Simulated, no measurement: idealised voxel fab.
Presented below is a process module, voxel self aligned vias.
The cross-section on display is named cut; it measures 280 nm wide, and its cells are 5 nm squares.
Cross-section, as written here: a square-cell grid given band by band from the top down, where a band holds one or more rows of cells.
What a band's entry tells you: where the top is and where the bottom is, as heights in nm, and after that what lies inside, material by material from left to right, each with its width in nm. Empty space is written as the word "empty", and a single material marked with the word "full width" occupies the band from edge to edge.
The level at which height equals 0 is the one under which the wafer, as it arrives, is entirely one material. No lower edge exists for the bottom band, which continues downward and is notated as in "0 nm and below".
A two-number width, for instance "30..40", indicates that the width is equal to the first number in the top row of the band and to the second number in the bottom row, and that it changes by a constant amount per row of cells.
The designation "no modification", where it is given for a processing step, indicates that no cell of the cross-section was altered in the course of that step.
This entry, "Enclosed void listing", enumerates those empty regions of no fewer than 8 cells that possess no open connection to the top. Each region is reported in the form width x height at distance, the distance being taken from the left edge, with all three quantities expressed in nm.
Formally, on a step line, whatever follows the settings is a remark that the simulator itself makes on the step.
When a step includes a mask, the "overlay nm" setting on its line states how far to the right of its planned place that mask lay, and negative values state how far to the left.
The process steps that were planned are listed below
1. RECEIVE: material Si
2. CONFORMAL_DEP: material SiO2, thk nm 10
3. CONFORMAL_DEP: material SiCN, thk nm 5
4. DIRECTIONAL_DEP: material lowk, thk nm 20
5. MASKED_ETCH: tone open, mask id LINES, width nm 20, pitch nm 65, etch materials lowk, depth nm 20, overlay nm 0
6. CONFORMAL_DEP: material TiN, thk nm 5
7. FILL_DEP: material W, thk nm 10
8. CMP: height nm 35
9. SELECTIVE_ETCH: etch materials W Ru TiN, depth nm 5
10. FILL_DEP: material SiN, thk nm 10
11. CMP: height nm 35
12. DIRECTIONAL_DEP: material lowk, thk nm 20
13. PATTERN: tone open, mask id VIAS, material resist, width nm 40, thk nm 15, overlay nm 0
14. DIRECTIONAL_ETCH: etch materials lowk, depth nm 20
15. DIRECTIONAL_ETCH: etch materials SiN, depth nm 5
16. STRIP: etch materials resist
17. CONFORMAL_DEP: material TiN, thk nm 5
18. FILL_DEP: material Ru, thk nm 5
19. CMP: height nm 55
20. CONFORMAL_DEP: material SiN, thk nm 5
Delivered wafer in cross-section: state after step 1
  0 nm and below = Si full width
  Enclosed void listing: none
The following cross-section depicts the wafer upon conclusion of the module. Processing commenced from the starting condition illustrated above and adhered to the plan illustrated above, save for one mistake in execution
  60 nm to 55 nm = SiN full width
  55 nm to 35 nm = lowk=85, TiN=5, Ru=30, TiN=5, lowk=155
  35 nm to 30 nm = lowk=85, TiN=40, lowk=35, SiN=20, lowk=100
  30 nm to 20 nm = lowk=85, TiN=15, W=10, TiN=15, lowk=35, TiN=5, W=10, TiN=5, lowk=100
  20 nm to 15 nm = lowk=85, TiN=40, lowk=35, TiN=20, lowk=100
  15 nm to 10 nm = SiCN full width
  10 nm to 0 nm = SiO2 full width
  0 nm and below = Si full width
  Enclosed void listing: none
Nonconformance to the process plan: step 14 of the plan was performed twice
